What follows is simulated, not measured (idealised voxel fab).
Proc. module: voxel ribs on slabs
The width of the displayed cross-section, cut, is 235 nm; its cells are square, with a size of 5 nm.
How to read a cross-section here: the picture is a grid of square cells, written as bands going from the top down, and any band can span one or more rows of cells.
Look at the band entry: it leads with the top's height and the bottom's height in nm. Then it lists the materials left to right, with a width in nm for each. The word "edge to edge" on a single material says that material fills the band edge to edge. The word "air" is empty space.
Heights are reckoned from 0. Under this level, the received wafer is all of one material. The bottommost band is open-ended downward, for example "0 and below".
Width spec "30..40" -> top row of cells at first value, bottom row at second value, equal per-row change in between.
Step marked "identical to before"? Then no cell in the cross-section changed in it.
"Unvented voids": sealed empty spaces, 8 cells or more, no open way to top, listed width x height at distance, with distance from the left edge and width, height and distance in nm.
Read whatever lies past the settings on a step's line as the simulator's own remark about the step.
What "overlay nm" on a step's line means: if the step has a mask, that mask lay this far to the right of its planned place, or, when the value is negative, to the left.
**Set out below are the planned steps of the process**
step 1: RECEIVE,material Si
step 2: DIRECTIONAL_DEP,material SiO2,thk nm 25
step 3: DIRECTIONAL_DEP,material polySi,thk nm 25
step 4: DIRECTIONAL_DEP,material aC,thk nm 15
step 5: PATTERN,tone cover,mask id RIB,material resist,width nm 30,thk nm 35,overlay nm 0
step 6: DIRECTIONAL_ETCH,etch materials aC,depth nm 15
step 7: STRIP,etch materials resist
step 8: DIRECTIONAL_ETCH,etch materials polySi,depth nm 5
step 9: STRIP,etch materials aC
step 10: PATTERN,tone cover,mask id SLAB,material resist,width nm 90,thk nm 20,overlay nm 0
step 11: DIRECTIONAL_ETCH,etch materials polySi,depth nm 20
step 12: STRIP,etch materials resist
step 13: FILL_DEP,material SiO2,thk nm 30
step 14: CMP,height nm 70
step 15: DIRECTIONAL_DEP,material W,thk nm 10
step 16: DIRECTIONAL_DEP,material aC,thk nm 10
step 17: PATTERN,tone cover,mask id HEATER,material resist,width nm 40,thk nm 25,overlay nm 0
step 18: DIRECTIONAL_ETCH,etch materials aC,depth nm 10
step 19: STRIP,etch materials resist
step 20: DIRECTIONAL_ETCH,etch materials W,depth nm 10
step 21: STRIP,etch materials aC
step 22: CONFORMAL_DEP,material SiO2,thk nm 5
**Account of the first of two wafers, which was processed as intended**
**Cross-section: wafer on arrival = after step 1**
> 0 and below  Si edge to edge
> Unvented voids: none
**After step 2: wafer cross-section**
> 25 down to 0  SiO2 edge to edge
> Heights below 0 show no change.
**After step 3: wafer cross-section**
> 50 down to 25  polySi edge to edge
> Heights below 25 show no change.
**After step 4: wafer cross-section**
> 65 down to 50  aC edge to edge
> Heights below 50 show no change.
**After step 5: wafer cross-section**
> 100 down to 65  100 of air; 30 of resist; 105 of air
> Heights below 65 show no change.
**After step 6: wafer cross-section**
> 85 down to 65  100 of air; 30 of resist; 105 of air
> 65 down to 50  100 of air; 30 of aC; 105 of air
> Heights below 50 show no change.
**After step 7: wafer cross-section**
> 65 down to 50  100 of air; 30 of aC; 105 of air
> Heights below 50 show no change.
**After step 8: wafer cross-section**
> 65 down to 50  100 of air; 30 of aC; 105 of air
> 50 down to 45  100 of air; 30 of polySi; 105 of air
> Heights below 45 show no change.
**After step 9: wafer cross-section**
> 50 down to 45  100 of air; 30 of polySi; 105 of air
> Heights below 45 show no change.
**After step 10: wafer cross-section**
> 70 down to 50  70 of air; 90 of resist; 75 of air
> 50 down to 45  70 of air; 30 of resist; 30 of polySi; 30 of resist; 75 of air
> Heights below 45 show no change.
**After step 11: wafer cross-section**
> 70 down to 50  70 of air; 90 of resist; 75 of air
> 50 down to 45  70 of air; 30 of resist; 30 of polySi; 30 of resist; 75 of air
> 45 down to 25  70 of air; 90 of polySi; 75 of air
> Heights below 25 show no change.
**After step 12: wafer cross-section**
> 50 down to 45  100 of air; 30 of polySi; 105 of air
> Heights below 45 show no change.
**After step 13: wafer cross-section**
> 80 down to 50  SiO2 edge to edge
> 50 down to 45  100 of SiO2; 30 of polySi; 105 of SiO2
> 45 down to 25  70 of SiO2; 90 of polySi; 75 of SiO2
> Heights below 25 show no change.
**After step 14: wafer cross-section**
> 70 down to 50  SiO2 edge to edge
> Heights below 50 show no change.
**After step 15: wafer cross-section**
> 80 down to 70  W edge to edge
> Heights below 70 show no change.
**After step 16: wafer cross-section**
> 90 down to 80  aC edge to edge
> Heights below 80 show no change.
**After step 17: wafer cross-section**
> 115 down to 90  95 of air; 40 of resist; 100 of air
> Heights below 90 show no change.
**After step 18: wafer cross-section**
> 105 down to 90  95 of air; 40 of resist; 100 of air
> 90 down to 80  95 of air; 40 of aC; 100 of air
> Heights below 80 show no change.
**After step 19: wafer cross-section**
> 90 down to 80  95 of air; 40 of aC; 100 of air
> Heights below 80 show no change.
**After step 20: wafer cross-section**
> 90 down to 80  95 of air; 40 of aC; 100 of air
> 80 down to 70  95 of air; 40 of W; 100 of air
> Heights below 70 show no change.
**After step 21: wafer cross-section**
> 80 down to 70  95 of air; 40 of W; 100 of air
> Heights below 70 show no change.
**After step 22: wafer cross-section**
> 85 down to 80  90 of air; 50 of SiO2; 95 of air
> 80 down to 75  90 of air; 5 of SiO2; 40 of W; 5 of SiO2; 95 of air
> 75 down to 70  95 of SiO2; 40 of W; 100 of SiO2
> Heights below 70 show no change.
**Second wafer - shared start and plan with the first - one error in running - same as the first up to step 2 inclusive**
**The second wafer in cross-section, at the planned close of step 3**
> 60 down to 25  polySi edge to edge
> Heights below 25 show no change.
**The second wafer in cross-section, at the planned close of step 4**
> 75 down to 60  aC edge to edge
> Heights below 60 show no change.
**The second wafer in cross-section, at the planned close of step 5**
> 110 down to 75  100 of air; 30 of resist; 105 of air
> Heights below 75 show no change.
**The second wafer in cross-section, at the planned close of step 6**
> 95 down to 75  100 of air; 30 of resist; 105 of air
> 75 down to 60  100 of air; 30 of aC; 105 of air
> Heights below 60 show no change.
**The second wafer in cross-section, at the planned close of step 7**
> 75 down to 60  100 of air; 30 of aC; 105 of air
> Heights below 60 show no change.
**The second wafer in cross-section, at the planned close of step 8**
> 75 down to 60  100 of air; 30 of aC; 105 of air
> 60 down to 55  100 of air; 30 of polySi; 105 of air
> Heights below 55 show no change.
**The second wafer in cross-section, at the planned close of step 9**
> 60 down to 55  100 of air; 30 of polySi; 105 of air
> Heights below 55 show no change.
**The second wafer in cross-section, at the planned close of step 10**
> 80 down to 60  70 of air; 90 of resist; 75 of air
> 60 down to 55  70 of air; 30 of resist; 30 of polySi; 30 of resist; 75 of air
> Heights below 55 show no change.
**The second wafer in cross-section, at the planned close of step 11**
> 80 down to 60  70 of air; 90 of resist; 75 of air
> 60 down to 55  70 of air; 30 of resist; 30 of polySi; 30 of resist; 75 of air
> 55 down to 35  70 of air; 90 of polySi; 75 of air
> Heights below 35 show no change.
**The second wafer in cross-section, at the planned close of step 12**
> 60 down to 55  100 of air; 30 of polySi; 105 of air
> Heights below 55 show no change.
**The second wafer in cross-section, at the planned close of step 13**
> 90 down to 60  SiO2 edge to edge
> 60 down to 55  100 of SiO2; 30 of polySi; 105 of SiO2
> 55 down to 35  70 of SiO2; 90 of polySi; 75 of SiO2
> Heights below 35 show no change.
**The second wafer in cross-section, at the planned close of step 14**
> 70 down to 60  SiO2 edge to edge
> Heights below 60 show no change.
**The second wafer in cross-section, at the planned close of step 15**
> 80 down to 70  W edge to edge
> Heights below 70 show no change.
**The second wafer in cross-section, at the planned close of step 16**
> 90 down to 80  aC edge to edge
> Heights below 80 show no change.
**The second wafer in cross-section, at the planned close of step 17**
> 115 down to 90  95 of air; 40 of resist; 100 of air
> Heights below 90 show no change.
**The second wafer in cross-section, at the planned close of step 18**
> 105 down to 90  95 of air; 40 of resist; 100 of air
> 90 down to 80  95 of air; 40 of aC; 100 of air
> Heights below 80 show no change.
**The second wafer in cross-section, at the planned close of step 19**
> 90 down to 80  95 of air; 40 of aC; 100 of air
> Heights below 80 show no change.
**The second wafer in cross-section, at the planned close of step 20**
> 90 down to 80  95 of air; 40 of aC; 100 of air
> 80 down to 70  95 of air; 40 of W; 100 of air
> Heights below 70 show no change.
**The second wafer in cross-section, at the planned close of step 21**
> 80 down to 70  95 of air; 40 of W; 100 of air
> Heights below 70 show no change.
**The second wafer in cross-section, at the planned close of step 22**
> 85 down to 80  90 of air; 50 of SiO2; 95 of air
> 80 down to 75  90 of air; 5 of SiO2; 40 of W; 5 of SiO2; 95 of air
> 75 down to 70  95 of SiO2; 40 of W; 100 of SiO2
> Heights below 70 show no change.
It is concluded that the wafer was processed incorrectly with respect to the plan, in that step 3 was not run as planned; what actually ran was DIRECTIONAL_DEP,material polySi,thk nm 35
Final cells, second wafer relative to first, materials higher or lower: SiO2: 94 fewer | polySi: 94 more
